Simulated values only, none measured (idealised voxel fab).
This section sets out a process module, namely voxel wiring stack.
Square cell edge 5 nm, section width 190 nm, ID cut.
A cross-section is a grid of square cells, given in bands from the top down. A band is one or more rows of cells.
A band entry consists of two parts. The first gives the height of the band's top and the height of its bottom, in nm. The rest lists the band's materials from left to right, each with its width in nm. A single material labelled with the word "all across" fills the band from edge to edge, and the word "air" marks empty space.
Measure heights from 0. That's the level where, below it, the as-received wafer is all one material. The lowest band is bottomless and extends downward; write it as in "0 -> down".
Read "30..40" as a graded width: first number on top, second number at the bottom, same change between each pair of neighbouring rows.
"remained unchanged" -> step changed no cross-section cell.
In the "Fully sealed voids" entry, you get each enclosed empty space of 8 cells or more, one with no open way to the top, written width x height at distance, distance from the left edge, in nm.
Formally, on a step line, whatever follows the settings is a remark that the simulator itself makes on the step.
overlay nm: mask right of planned place by this much (step with mask). Neg. = left.
Read each pair as before and after one process step. The after cross-section shows only down to the lowest band that changed. The step between them and its settings are given below the pair. Pairs can come from different runs of this module on the same starting wafer. A pair continues from the pair above only where its "Incoming structure" entry says so.

Incoming structure
	75 -> 60: aC 25 nm | air 15 nm | aC 25 nm | air 15 nm | aC 25 nm | air 15 nm | aC 25 nm | air 15 nm | aC 30 nm
	60 -> 45: lowk 25 nm | air 15 nm | lowk 25 nm | air 15 nm | lowk 25 nm | air 15 nm | lowk 25 nm | air 15 nm | lowk 30 nm
	45 -> 40: SiCN all across
	40 -> 15: lowk 25 nm | TiN 5 nm | Ru 15 nm | TiN 5 nm | lowk 15 nm | TiN 5 nm | Ru 15 nm | TiN 5 nm | lowk 15 nm | TiN 5 nm | Ru 15 nm | TiN 5 nm | lowk 15 nm | TiN 5 nm | Ru 15 nm | TiN 5 nm | lowk 20 nm
	15 -> 10: SiCN 25 nm | TiN 25 nm | SiCN 15 nm | TiN 25 nm | SiCN 15 nm | TiN 25 nm | SiCN 15 nm | TiN 25 nm | SiCN 20 nm
	10 -> 0: SiO2 all across
	0 -> down: Si all across
	Fully sealed voids: none

Step Outcome
	75 -> 60: aC 25 nm | air 15 nm | aC 25 nm | air 15 nm | aC 25 nm | air 15 nm | aC 25 nm | air 15 nm | aC 30 nm
	60 -> 45: lowk 25 nm | air 15 nm | lowk 25 nm | air 15 nm | lowk 25 nm | air 15 nm | lowk 25 nm | air 15 nm | lowk 30 nm
	45 -> 40: SiCN 25 nm | air 15 nm | SiCN 25 nm | air 15 nm | SiCN 25 nm | air 15 nm | SiCN 25 nm | air 15 nm | SiCN 30 nm
	At heights below 40, the structure remains unaltered.
	Fully sealed voids: none
Between before and after above, the operation and settings are DIRECTIONAL_ETCH [etch materials SiCN] [depth nm 5]

Incoming structure: after-step cross-section of the pair just above applies.

Step Outcome
	60 -> 45: lowk 25 nm | air 15 nm | lowk 25 nm | air 15 nm | lowk 25 nm | air 15 nm | lowk 25 nm | air 15 nm | lowk 30 nm
	At heights below 45, the structure remains unaltered.
	Fully sealed voids: none
Between before and after above, the operation and settings are STRIP [etch materials aC]

Incoming structure: after-step cross-section of the pair just above applies.

Step Outcome
	60 -> 50: lowk 25 nm | air 15 nm | lowk 25 nm | air 15 nm | lowk 25 nm | air 15 nm | lowk 25 nm | air 15 nm | lowk 30 nm
	50 -> 45: lowk 25 nm | Ru 15 nm | lowk 25 nm | Ru 15 nm | lowk 25 nm | Ru 15 nm | lowk 25 nm | Ru 15 nm | lowk 30 nm
	45 -> 40: SiCN 25 nm | Ru 15 nm | SiCN 25 nm | Ru 15 nm | SiCN 25 nm | Ru 15 nm | SiCN 25 nm | Ru 15 nm | SiCN 30 nm
	At heights below 40, the structure remains unaltered.
	Fully sealed voids: none
Between before and after above, the operation and settings are EPI [material Ru] [thk nm 10]

Incoming structure: after-step cross-section of the pair just above applies.

Step Outcome
	60 -> 45: lowk 25 nm | Ru 15 nm | lowk 25 nm | Ru 15 nm | lowk 25 nm | Ru 15 nm | lowk 25 nm | Ru 15 nm | lowk 30 nm
	At heights below 45, the structure remains unaltered.
	Fully sealed voids: none
Between before and after above, the operation and settings are EPI [material Ru] [thk nm 10]

Incoming structure: after-step cross-section of the pair just above applies.

Step Outcome
	65 -> 60: SiN all across
	At heights below 60, the structure remains unaltered.
	Fully sealed voids: none
Between before and after above, the operation and settings are CONFORMAL_DEP [material SiN] [thk nm 5]

Incoming structure: after-step cross-section of the pair just above applies.

Step Outcome
	80 -> 65: SiO2 all across
	At heights below 65, the structure remains unaltered.
	Fully sealed voids: none
Between before and after above, the operation and settings are DIRECTIONAL_DEP [material SiO2] [thk nm 15]

Incoming structure: after-step cross-section of the pair just above applies.

Step Outcome
	80 -> 65: SiO2 25 nm | air 20 nm | SiO2 20 nm | air 20 nm | SiO2 20 nm | air 20 nm | SiO2 20 nm | air 20 nm | SiO2 25 nm
	At heights below 65, the structure remains unaltered.
	Fully sealed voids: none
Between before and after above, the operation and settings are MASKED_ETCH [tone open] [mask id METAL_2] [width nm 20] [pitch nm 40] [etch materials SiO2] [depth nm 15] [overlay nm 0]

Incoming structure: after-step cross-section of the pair just above applies.

Step Outcome
	80 -> 65: SiO2 25 nm | air 20 nm | SiO2 20 nm | air 20 nm | SiO2 20 nm | air 20 nm | SiO2 20 nm | air 20 nm | SiO2 25 nm
	65 -> 60: SiN 25 nm | air 20 nm | SiN 20 nm | air 20 nm | SiN 20 nm | air 20 nm | SiN 20 nm | air 20 nm | SiN 25 nm
	At heights below 60, the structure remains unaltered.
	Fully sealed voids: none
Between before and after above, the operation and settings are MASKED_ETCH [tone open] [mask id METAL_2] [width nm 20] [pitch nm 40] [etch materials SiN] [depth nm 5] [overlay nm 0]

Incoming structure: after-step cross-section of the pair just above applies.

Step Outcome
	85 -> 80: TiN 30 nm | air 10 nm | TiN 30 nm | air 10 nm | TiN 30 nm | air 10 nm | TiN 30 nm | air 10 nm | TiN 30 nm
	80 -> 65: SiO2 25 nm | TiN 5 nm | air 10 nm | TiN 5 nm | SiO2 20 nm | TiN 5 nm | air 10 nm | TiN 5 nm | SiO2 20 nm | TiN 5 nm | air 10 nm | TiN 5 nm | SiO2 20 nm | TiN 5 nm | air 10 nm | TiN 5 nm | SiO2 25 nm
	65 -> 60: SiN 25 nm | TiN 20 nm | SiN 20 nm | TiN 20 nm | SiN 20 nm | TiN 20 nm | SiN 20 nm | TiN 20 nm | SiN 25 nm
	At heights below 60, the structure remains unaltered.
	Fully sealed voids: none
Between before and after above, the operation and settings are CONFORMAL_DEP [material TiN] [thk nm 5]

Incoming structure: after-step cross-section of the pair just above applies.

Step Outcome
	95 -> 85: W all across
	85 -> 80: TiN 30 nm | W 10 nm | TiN 30 nm | W 10 nm | TiN 30 nm | W 10 nm | TiN 30 nm | W 10 nm | TiN 30 nm
	80 -> 65: SiO2 25 nm | TiN 5 nm | W 10 nm | TiN 5 nm | SiO2 20 nm | TiN 5 nm | W 10 nm | TiN 5 nm | SiO2 20 nm | TiN 5 nm | W 10 nm | TiN 5 nm | SiO2 20 nm | TiN 5 nm | W 10 nm | TiN 5 nm | SiO2 25 nm
	At heights below 65, the structure remains unaltered.
	Fully sealed voids: none
Between before and after above, the operation and settings are FILL_DEP [material W] [thk nm 10]

Incoming structure: after-step cross-section of the pair just above applies.

Step Outcome
	80 -> 65: SiO2 25 nm | TiN 5 nm | W 10 nm | TiN 5 nm | SiO2 20 nm | TiN 5 nm | W 10 nm | TiN 5 nm | SiO2 20 nm | TiN 5 nm | W 10 nm | TiN 5 nm | SiO2 20 nm | TiN 5 nm | W 10 nm | TiN 5 nm | SiO2 25 nm
	At heights below 65, the structure remains unaltered.
	Fully sealed voids: none
Between before and after above, the operation and settings are CMP [height nm 80]

Incoming structure: after-step cross-section of the pair just above applies.

Step Outcome
	85 -> 80: SiN all across
	At heights below 80, the structure remains unaltered.
	Fully sealed voids: none
Between before and after above, the operation and settings are CONFORMAL_DEP [material SiN] [thk nm 5]

Incoming structure
	55 -> 40: aC all across
	40 -> 15: lowk all across
	15 -> 10: SiCN all across
	10 -> 0: SiO2 all across
	0 -> down: Si all across
	Fully sealed voids: none

Step Outcome
	90 -> 55: resist 15 nm | air 20 nm | resist 20 nm | air 20 nm | resist 20 nm | air 20 nm | resist 20 nm | air 20 nm | resist 35 nm
	At heights below 55, the structure remains unaltered.
	Fully sealed voids: none
Between before and after above, the operation and settings are PATTERN [tone open] [mask id METAL_1] [material resist] [width nm 20] [pitch nm 40] [thk nm 35] [overlay nm -10]

Incoming structure: after-step cross-section of the pair just above applies.

Step Outcome
	75 -> 55: resist 15 nm | air 20 nm | resist 20 nm | air 20 nm | resist 20 nm | air 20 nm | resist 20 nm | air 20 nm | resist 35 nm
	55 -> 40: aC 15 nm | air 20 nm | aC 20 nm | air 20 nm | aC 20 nm | air 20 nm | aC 20 nm | air 20 nm | aC 35 nm
	At heights below 40, the structure remains unaltered.
	Fully sealed voids: none
Between before and after above, the operation and settings are DIRECTIONAL_ETCH [etch materials aC] [depth nm 15]

Incoming structure: after-step cross-section of the pair just above applies.

Step Outcome
	55 -> 40: aC 15 nm | air 20 nm | aC 20 nm | air 20 nm | aC 20 nm | air 20 nm | aC 20 nm | air 20 nm | aC 35 nm
	At heights below 40, the structure remains unaltered.
	Fully sealed voids: none
Between before and after above, the operation and settings are STRIP [etch materials resist]

Incoming structure: after-step cross-section of the pair just above applies.

Step Outcome
	55 -> 40: aC 15 nm | air 20 nm | aC 20 nm | air 20 nm | aC 20 nm | air 20 nm | aC 20 nm | air 20 nm | aC 35 nm
	40 -> 15: lowk 15 nm | air 20 nm | lowk 20 nm | air 20 nm | lowk 20 nm | air 20 nm | lowk 20 nm | air 20 nm | lowk 35 nm
	At heights below 15, the structure remains unaltered.
	Fully sealed voids: none
Between before and after above, the operation and settings are DIRECTIONAL_ETCH [etch materials lowk] [depth nm 25]

Incoming structure: after-step cross-section of the pair just above applies.

Step Outcome
	55 -> 40: aC 15 nm | air 20 nm | aC 20 nm | air 20 nm | aC 20 nm | air 20 nm | aC 20 nm | air 20 nm | aC 35 nm
	40 -> 15: lowk 15 nm | air 20 nm | lowk 20 nm | air 20 nm | lowk 20 nm | air 20 nm | lowk 20 nm | air 20 nm | lowk 35 nm
	15 -> 10: SiCN 15 nm | air 20 nm | SiCN 20 nm | air 20 nm | SiCN 20 nm | air 20 nm | SiCN 20 nm | air 20 nm | SiCN 35 nm
	At heights below 10, the structure remains unaltered.
	Fully sealed voids: none
Between before and after above, the operation and settings are DIRECTIONAL_ETCH [etch materials SiCN] [depth nm 5]

Incoming structure: after-step cross-section of the pair just above applies.

Step Outcome
	40 -> 15: lowk 15 nm | air 20 nm | lowk 20 nm | air 20 nm | lowk 20 nm | air 20 nm | lowk 20 nm | air 20 nm | lowk 35 nm
	At heights below 15, the structure remains unaltered.
	Fully sealed voids: none
Between before and after above, the operation and settings are STRIP [etch materials aC]

Incoming structure: after-step cross-section of the pair just above applies.

Step Outcome
	45 -> 40: TiN 20 nm | air 10 nm | TiN 30 nm | air 10 nm | TiN 30 nm | air 10 nm | TiN 30 nm | air 10 nm | TiN 40 nm
	40 -> 15: lowk 15 nm | TiN 5 nm | air 10 nm | TiN 5 nm | lowk 20 nm | TiN 5 nm | air 10 nm | TiN 5 nm | lowk 20 nm | TiN 5 nm | air 10 nm | TiN 5 nm | lowk 20 nm | TiN 5 nm | air 10 nm | TiN 5 nm | lowk 35 nm
	15 -> 10: SiCN 15 nm | TiN 20 nm | SiCN 20 nm | TiN 20 nm | SiCN 20 nm | TiN 20 nm | SiCN 20 nm | TiN 20 nm | SiCN 35 nm
	At heights below 10, the structure remains unaltered.
	Fully sealed voids: none
Between before and after above, the operation and settings are CONFORMAL_DEP [material TiN] [thk nm 5]

Incoming structure: after-step cross-section of the pair just above applies.

Step Outcome
	50 -> 45: Ru all across
	45 -> 40: TiN 20 nm | Ru 10 nm | TiN 30 nm | Ru 10 nm | TiN 30 nm | Ru 10 nm | TiN 30 nm | Ru 10 nm | TiN 40 nm
	40 -> 15: lowk 15 nm | TiN 5 nm | Ru 10 nm | TiN 5 nm | lowk 20 nm | TiN 5 nm | Ru 10 nm | TiN 5 nm | lowk 20 nm | TiN 5 nm | Ru 10 nm | TiN 5 nm | lowk 20 nm | TiN 5 nm | Ru 10 nm | TiN 5 nm | lowk 35 nm
	At heights below 15, the structure remains unaltered.
	Fully sealed voids: none
Between before and after above, the operation and settings are FILL_DEP [material Ru] [thk nm 5]

Incoming structure: after-step cross-section of the pair just above applies.

Step Outcome
	40 -> 15: lowk 15 nm | TiN 5 nm | Ru 10 nm | TiN 5 nm | lowk 20 nm | TiN 5 nm | Ru 10 nm | TiN 5 nm | lowk 20 nm | TiN 5 nm | Ru 10 nm | TiN 5 nm | lowk 20 nm | TiN 5 nm | Ru 10 nm | TiN 5 nm | lowk 35 nm
	At heights below 15, the structure remains unaltered.
	Fully sealed voids: none
Between before and after above, the operation and settings are CMP [height nm 40]

Incoming structure: after-step cross-section of the pair just above applies.

Step Outcome
	45 -> 40: SiCN all across
	At heights below 40, the structure remains unaltered.
	Fully sealed voids: none
Between before and after above, the operation and settings are CONFORMAL_DEP [material SiCN] [thk nm 5]

Incoming structure: after-step cross-section of the pair just above applies.

Step Outcome
	60 -> 45: lowk all across
	At heights below 45, the structure remains unaltered.
	Fully sealed voids: none
Between before and after above, the operation and settings are DIRECTIONAL_DEP [material lowk] [thk nm 15]

Incoming structure: after-step cross-section of the pair just above applies.

Step Outcome
	75 -> 60: aC all across
	At heights below 60, the structure remains unaltered.
	Fully sealed voids: none
Between before and after above, the operation and settings are DIRECTIONAL_DEP [material aC] [thk nm 15]

Incoming structure: after-step cross-section of the pair just above applies.

Step Outcome
	110 -> 75: resist 25 nm | air 15 nm | resist 25 nm | air 15 nm | resist 25 nm | air 15 nm | resist 25 nm | air 15 nm | resist 30 nm
	At heights below 75, the structure remains unaltered.
	Fully sealed voids: none
Between before and after above, the operation and settings are PATTERN [tone open] [mask id PLUG_1] [material resist] [width nm 15] [pitch nm 40] [thk nm 35] [overlay nm 0]

Incoming structure: after-step cross-section of the pair just above applies.

Step Outcome
	95 -> 75: resist 25 nm | air 15 nm | resist 25 nm | air 15 nm | resist 25 nm | air 15 nm | resist 25 nm | air 15 nm | resist 30 nm
	75 -> 60: aC 25 nm | air 15 nm | aC 25 nm | air 15 nm | aC 25 nm | air 15 nm | aC 25 nm | air 15 nm | aC 30 nm
	At heights below 60, the structure remains unaltered.
	Fully sealed voids: none
Between before and after above, the operation and settings are DIRECTIONAL_ETCH [etch materials aC] [depth nm 15]

Incoming structure: after-step cross-section of the pair just above applies.

Step Outcome
	75 -> 60: aC 25 nm | air 15 nm | aC 25 nm | air 15 nm | aC 25 nm | air 15 nm | aC 25 nm | air 15 nm | aC 30 nm
	At heights below 60, the structure remains unaltered.
	Fully sealed voids: none
Between before and after above, the operation and settings are STRIP [etch materials resist]

Incoming structure: after-step cross-section of the pair just above applies.

Step Outcome
	75 -> 60: aC 25 nm | air 15 nm | aC 25 nm | air 15 nm | aC 25 nm | air 15 nm | aC 25 nm | air 15 nm | aC 30 nm
	60 -> 45: lowk 25 nm | air 15 nm | lowk 25 nm | air 15 nm | lowk 25 nm | air 15 nm | lowk 25 nm | air 15 nm | lowk 30 nm
	At heights below 45, the structure remains unaltered.
	Fully sealed voids: none
Between before and after above, the operation and settings are DIRECTIONAL_ETCH [etch materials lowk] [depth nm 15]

Incoming structure: after-step cross-section of the pair just above applies.

Step Outcome
	75 -> 60: aC 25 nm | air 15 nm | aC 25 nm | air 15 nm | aC 25 nm | air 15 nm | aC 25 nm | air 15 nm | aC 30 nm
	60 -> 45: lowk 25 nm | air 15 nm | lowk 25 nm | air 15 nm | lowk 25 nm | air 15 nm | lowk 25 nm | air 15 nm | lowk 30 nm
	45 -> 40: SiCN 25 nm | air 15 nm | SiCN 25 nm | air 15 nm | SiCN 25 nm | air 15 nm | SiCN 25 nm | air 15 nm | SiCN 30 nm
	At heights below 40, the structure remains unaltered.
	Fully sealed voids: none
Between before and after above, the operation and settings are DIRECTIONAL_ETCH [etch materials SiCN] [depth nm 5]

Incoming structure: after-step cross-section of the pair just above applies.

Step Outcome
	60 -> 45: lowk 25 nm | air 15 nm | lowk 25 nm | air 15 nm | lowk 25 nm | air 15 nm | lowk 25 nm | air 15 nm | lowk 30 nm
	At heights below 45, the structure remains unaltered.
	Fully sealed voids: none
Between before and after above, the operation and settings are STRIP [etch materials aC]

Incoming structure: after-step cross-section of the pair just above applies.

Step Outcome
	60 -> 50: lowk 25 nm | air 15 nm | lowk 25 nm | air 15 nm | lowk 25 nm | air 15 nm | lowk 25 nm | air 15 nm | lowk 30 nm
	50 -> 45: lowk 25 nm | Ru 15 nm | lowk 25 nm | Ru 15 nm | lowk 25 nm | Ru 15 nm | lowk 25 nm | Ru 15 nm | lowk 30 nm
	45 -> 40: SiCN 25 nm | Ru 15 nm | SiCN 25 nm | Ru 15 nm | SiCN 25 nm | Ru 15 nm | SiCN 25 nm | Ru 15 nm | SiCN 30 nm
	At heights below 40, the structure remains unaltered.
	Fully sealed voids: none
Between before and after above, the operation and settings are EPI [material Ru] [thk nm 10]

Incoming structure: after-step cross-section of the pair just above applies.

Step Outcome
	60 -> 45: lowk 25 nm | Ru 15 nm | lowk 25 nm | Ru 15 nm | lowk 25 nm | Ru 15 nm | lowk 25 nm | Ru 15 nm | lowk 30 nm
	At heights below 45, the structure remains unaltered.
	Fully sealed voids: none
Between before and after above, the operation and settings are EPI [material Ru] [thk nm 10]

Incoming structure: after-step cross-section of the pair just above applies.

Step Outcome
	65 -> 60: SiN all across
	At heights below 60, the structure remains unaltered.
	Fully sealed voids: none
Between before and after above, the operation and settings are CONFORMAL_DEP [material SiN] [thk nm 5]

Incoming structure: after-step cross-section of the pair just above applies.

Step Outcome
	80 -> 65: SiO2 all across
	At heights below 65, the structure remains unaltered.
	Fully sealed voids: none
Between before and after above, the operation and settings are DIRECTIONAL_DEP [material SiO2] [thk nm 15]

Incoming structure: after-step cross-section of the pair just above applies.

Step Outcome
	80 -> 65: SiO2 25 nm | air 20 nm | SiO2 20 nm | air 20 nm | SiO2 20 nm | air 20 nm | SiO2 20 nm | air 20 nm | SiO2 25 nm
	At heights below 65, the structure remains unaltered.
	Fully sealed voids: none
Between before and after above, the operation and settings are MASKED_ETCH [tone open] [mask id METAL_2] [width nm 20] [pitch nm 40] [etch materials SiO2] [depth nm 15] [overlay nm 0]

Incoming structure: after-step cross-section of the pair just above applies.

Step Outcome
	80 -> 65: SiO2 25 nm | air 20 nm | SiO2 20 nm | air 20 nm | SiO2 20 nm | air 20 nm | SiO2 20 nm | air 20 nm | SiO2 25 nm
	65 -> 60: SiN 25 nm | air 20 nm | SiN 20 nm | air 20 nm | SiN 20 nm | air 20 nm | SiN 20 nm | air 20 nm | SiN 25 nm
	At heights below 60, the structure remains unaltered.
	Fully sealed voids: none
Between before and after above, the operation and settings are MASKED_ETCH [tone open] [mask id METAL_2] [width nm 20] [pitch nm 40] [etch materials SiN] [depth nm 5] [overlay nm 0]

Incoming structure: after-step cross-section of the pair just above applies.

Step Outcome
	85 -> 80: TiN 30 nm | air 10 nm | TiN 30 nm | air 10 nm | TiN 30 nm | air 10 nm | TiN 30 nm | air 10 nm | TiN 30 nm
	80 -> 65: SiO2 25 nm | TiN 5 nm | air 10 nm | TiN 5 nm | SiO2 20 nm | TiN 5 nm | air 10 nm | TiN 5 nm | SiO2 20 nm | TiN 5 nm | air 10 nm | TiN 5 nm | SiO2 20 nm | TiN 5 nm | air 10 nm | TiN 5 nm | SiO2 25 nm
	65 -> 60: SiN 25 nm | TiN 20 nm | SiN 20 nm | TiN 20 nm | SiN 20 nm | TiN 20 nm | SiN 20 nm | TiN 20 nm | SiN 25 nm
	At heights below 60, the structure remains unaltered.
	Fully sealed voids: none
Between before and after above, the operation and settings are CONFORMAL_DEP [material TiN] [thk nm 5]

Incoming structure: after-step cross-section of the pair just above applies.

Step Outcome
	95 -> 85: W all across
	85 -> 80: TiN 30 nm | W 10 nm | TiN 30 nm | W 10 nm | TiN 30 nm | W 10 nm | TiN 30 nm | W 10 nm | TiN 30 nm
	80 -> 65: SiO2 25 nm | TiN 5 nm | W 10 nm | TiN 5 nm | SiO2 20 nm | TiN 5 nm | W 10 nm | TiN 5 nm | SiO2 20 nm | TiN 5 nm | W 10 nm | TiN 5 nm | SiO2 20 nm | TiN 5 nm | W 10 nm | TiN 5 nm | SiO2 25 nm
	At heights below 65, the structure remains unaltered.
	Fully sealed voids: none
Between before and after above, the operation and settings are FILL_DEP [material W] [thk nm 10]

Incoming structure: after-step cross-section of the pair just above applies.

Step Outcome
	80 -> 65: SiO2 25 nm | TiN 5 nm | W 10 nm | TiN 5 nm | SiO2 20 nm | TiN 5 nm | W 10 nm | TiN 5 nm | SiO2 20 nm | TiN 5 nm | W 10 nm | TiN 5 nm | SiO2 20 nm | TiN 5 nm | W 10 nm | TiN 5 nm | SiO2 25 nm
	At heights below 65, the structure remains unaltered.
	Fully sealed voids: none
Between before and after above, the operation and settings are CMP [height nm 80]

Incoming structure: after-step cross-section of the pair just above applies.

Step Outcome
	85 -> 80: SiN all across
	At heights below 80, the structure remains unaltered.
	Fully sealed voids: none
Between before and after above, the operation and settings are CONFORMAL_DEP [material SiN] [thk nm 5]

Incoming structure
	85 -> 80: TiN 30 nm | air 10 nm | TiN 30 nm | air 10 nm | TiN 30 nm | air 10 nm | TiN 30 nm | air 10 nm | TiN 30 nm
	80 -> 65: SiO2 25 nm | TiN 5 nm | air 10 nm | TiN 5 nm | SiO2 20 nm | TiN 5 nm | air 10 nm | TiN 5 nm | SiO2 20 nm | TiN 5 nm | air 10 nm | TiN 5 nm | SiO2 20 nm | TiN 5 nm | air 10 nm | TiN 5 nm | SiO2 25 nm
	65 -> 60: SiN 25 nm | TiN 20 nm | SiN 20 nm | TiN 20 nm | SiN 20 nm | TiN 20 nm | SiN 20 nm | TiN 20 nm | SiN 25 nm
	60 -> 45: lowk 25 nm | Ru 15 nm | lowk 25 nm | Ru 15 nm | lowk 25 nm | Ru 15 nm | lowk 25 nm | Ru 15 nm | lowk 30 nm
	45 -> 40: SiCN 25 nm | Ru 15 nm | SiCN 25 nm | Ru 15 nm | SiCN 25 nm | Ru 15 nm | SiCN 25 nm | Ru 15 nm | SiCN 30 nm
	40 -> 15: lowk 25 nm | TiN 5 nm | Ru 10 nm | TiN 5 nm | lowk 20 nm | TiN 5 nm | Ru 10 nm | TiN 5 nm | lowk 20 nm | TiN 5 nm | Ru 10 nm | TiN 5 nm | lowk 20 nm | TiN 5 nm | Ru 10 nm | TiN 5 nm | lowk 25 nm
	15 -> 10: SiCN 25 nm | TiN 20 nm | SiCN 20 nm | TiN 20 nm | SiCN 20 nm | TiN 20 nm | SiCN 20 nm | TiN 20 nm | SiCN 25 nm
	10 -> 0: SiO2 all across
	0 -> down: Si all across
	Fully sealed voids: none

Step Outcome
	95 -> 85: SiCN all across
	85 -> 80: TiN 30 nm | SiCN 10 nm | TiN 30 nm | SiCN 10 nm | TiN 30 nm | SiCN 10 nm | TiN 30 nm | SiCN 10 nm | TiN 30 nm
	80 -> 65: SiO2 25 nm | TiN 5 nm | SiCN 10 nm | TiN 5 nm | SiO2 20 nm | TiN 5 nm | SiCN 10 nm | TiN 5 nm | SiO2 20 nm | TiN 5 nm | SiCN 10 nm | TiN 5 nm | SiO2 20 nm | TiN 5 nm | SiCN 10 nm | TiN 5 nm | SiO2 25 nm
	At heights below 65, the structure remains unaltered.
	Fully sealed voids: none
Between before and after above, the operation and settings are FILL_DEP [material SiCN] [thk nm 10]

Incoming structure: after-step cross-section of the pair just above applies.

Step Outcome
	80 -> 65: SiO2 25 nm | TiN 5 nm | SiCN 10 nm | TiN 5 nm | SiO2 20 nm | TiN 5 nm | SiCN 10 nm | TiN 5 nm | SiO2 20 nm | TiN 5 nm | SiCN 10 nm | TiN 5 nm | SiO2 20 nm | TiN 5 nm | SiCN 10 nm | TiN 5 nm | SiO2 25 nm
	At heights below 65, the structure remains unaltered.
	Fully sealed voids: none
Between before and after above, the operation and settings are CMP [height nm 80]

Incoming structure: after-step cross-section of the pair just above applies.

Step Outcome
	85 -> 80: SiN all across
	At heights below 80, the structure remains unaltered.
	Fully sealed voids: none
Between before and after above, the operation and settings are CONFORMAL_DEP [material SiN] [thk nm 5]

Incoming structure
	80 -> 65: SiO2 all across
	65 -> 60: SiN all across
	60 -> 45: lowk 25 nm | Ru 15 nm | lowk 25 nm | Ru 15 nm | lowk 25 nm | Ru 15 nm | lowk 25 nm | Ru 15 nm | lowk 30 nm
	45 -> 40: SiCN 25 nm | Ru 15 nm | SiCN 25 nm | Ru 15 nm | SiCN 25 nm | Ru 15 nm | SiCN 25 nm | Ru 15 nm | SiCN 30 nm
	40 -> 15: lowk 25 nm | TiN 5 nm | Ru 10 nm | TiN 5 nm | lowk 20 nm | TiN 5 nm | Ru 10 nm | TiN 5 nm | lowk 20 nm | TiN 5 nm | Ru 10 nm | TiN 5 nm | lowk 20 nm | TiN 5 nm | Ru 10 nm | TiN 5 nm | lowk 25 nm
	15 -> 10: SiCN 25 nm | TiN 20 nm | SiCN 20 nm | TiN 20 nm | SiCN 20 nm | TiN 20 nm | SiCN 20 nm | TiN 20 nm | SiCN 25 nm
	10 -> 0: SiO2 all across
	0 -> down: Si all across
	Fully sealed voids: none

Step Outcome
	80 -> 65: air 25 nm | SiO2 20 nm | air 20 nm | SiO2 20 nm | air 20 nm | SiO2 20 nm | air 20 nm | SiO2 20 nm | air 25 nm
	At heights below 65, the structure remains unaltered.
	Fully sealed voids: none
Between before and after above, the operation and settings are MASKED_ETCH [tone cover] [mask id METAL_2] [width nm 20] [pitch nm 40] [etch materials SiO2] [depth nm 15] [overlay nm 0]

Incoming structure: after-step cross-section of the pair just above applies.

Step Outcome
	85 -> 80: air 20 nm | TiN 30 nm | air 10 nm | TiN 30 nm | air 10 nm | TiN 30 nm | air 10 nm | TiN 30 nm | air 20 nm
	80 -> 70: air 20 nm | TiN 5 nm | SiO2 20 nm | TiN 5 nm | air 10 nm | TiN 5 nm | SiO2 20 nm | TiN 5 nm | air 10 nm | TiN 5 nm | SiO2 20 nm | TiN 5 nm | air 10 nm | TiN 5 nm | SiO2 20 nm | TiN 5 nm | air 20 nm
	70 -> 65: TiN 25 nm | SiO2 20 nm | TiN 20 nm | SiO2 20 nm | TiN 20 nm | SiO2 20 nm | TiN 20 nm | SiO2 20 nm | TiN 25 nm
	At heights below 65, the structure remains unaltered.
	Fully sealed voids: none
Between before and after above, the operation and settings are CONFORMAL_DEP [material TiN] [thk nm 5]

Incoming structure: after-step cross-section of the pair just above applies.

Step Outcome
	95 -> 85: W all across
	85 -> 80: W 20 nm | TiN 30 nm | W 10 nm | TiN 30 nm | W 10 nm | TiN 30 nm | W 10 nm | TiN 30 nm | W 20 nm
	80 -> 70: W 20 nm | TiN 5 nm | SiO2 20 nm | TiN 5 nm | W 10 nm | TiN 5 nm | SiO2 20 nm | TiN 5 nm | W 10 nm | TiN 5 nm | SiO2 20 nm | TiN 5 nm | W 10 nm | TiN 5 nm | SiO2 20 nm | TiN 5 nm | W 20 nm
	At heights below 70, the structure remains unaltered.
	Fully sealed voids: none
Between before and after above, the operation and settings are FILL_DEP [material W] [thk nm 10]

Incoming structure: after-step cross-section of the pair just above applies.

Step Outcome
	80 -> 70: W 20 nm | TiN 5 nm | SiO2 20 nm | TiN 5 nm | W 10 nm | TiN 5 nm | SiO2 20 nm | TiN 5 nm | W 10 nm | TiN 5 nm | SiO2 20 nm | TiN 5 nm | W 10 nm | TiN 5 nm | SiO2 20 nm | TiN 5 nm | W 20 nm
	At heights below 70, the structure remains unaltered.
	Fully sealed voids: none
Between before and after above, the operation and settings are CMP [height nm 80]

Incoming structure: after-step cross-section of the pair just above applies.

Step Outcome
	85 -> 80: SiN all across
	At heights below 80, the structure remains unaltered.
	Fully sealed voids: none
Between before and after above, the operation and settings are CONFORMAL_DEP [material SiN] [thk nm 5]
